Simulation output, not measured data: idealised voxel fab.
Module name: voxel trench capacitor (process module)
We display cut, a cross-section 285 nm in width whose square cells are each 5 nm.
How to read a cross-section here: the picture is a grid of square cells, written as bands going from the top down, and any band can span one or more rows of cells. What a band's entry tells you: where the top is and where the bottom is, as heights in nm, and after that what lies inside, material by material from left to right, each with its width in nm. Empty space is written as the word "air", and a single material marked with the word "all across" occupies the band from edge to edge. The reference from which all heights are counted is 0, the level beneath which the as-received wafer is entirely one material; the lowest band, having no lower bound, proceeds downward and is written after the example "z 0 and below". With a width like "30 to 40", each row of cells in the band differs from the next by the same amount, the top row carrying the first number and the bottom row the second. "no alterations made" after a step means that no cell of the cross-section changed. "Trapped voids" - sealed voids, min. 8 cells, no opening to top; format: width x height at distance (distance from left edge; nm throughout). Heads up: the bit after the settings on a step's line is the simulator's remark on that step. A step's line can hold "overlay nm"; with a mask on that step, the setting says how far right of the planned place the mask lay, while a negative setting says it lay to the left.
## These are the steps we planned for the process
| 1 | RECEIVE: material Si |
| 2 | CONFORMAL_DEP: material SiN, thk nm 5 |
| 3 | MASKED_ETCH: tone open, mask id TRENCH, width nm 30, pitch nm 50, etch materials SiN, depth nm 5, overlay nm 0 |
| 4 | MASKED_ETCH: tone open, mask id TRENCH, width nm 30, pitch nm 50, etch materials Si, depth nm 25, overlay nm 0 |
| 5 | CONFORMAL_DEP: material HfO2, thk nm 5 |
| 6 | CONFORMAL_DEP: material TiN, thk nm 5 |
| 7 | FILL_DEP: material W, thk nm 5 |
| 8 | CMP: height nm 5 |
Among the wafers covered here, the point of difference is the thk nm at step 2; their starting state is shared, and the plan presents the value of the first wafer.
## The first of several wafers as received, shown in cross-section; this is its state after step 1
  z 0 and below  Si all across
  Trapped voids: none
## wafer rows; end of module; cells per material since receipt: (+) gained, (-) lost; then closed voids
thk nm 5, +32 HfO2, -60 Si, +45 SiN, +24 TiN, +16 W, Trapped voids: none
thk nm 10, +57 SiN, Trapped voids: none
thk nm 15, +57 SiN, Trapped voids: none
thk nm 20, +57 SiN, Trapped voids: none
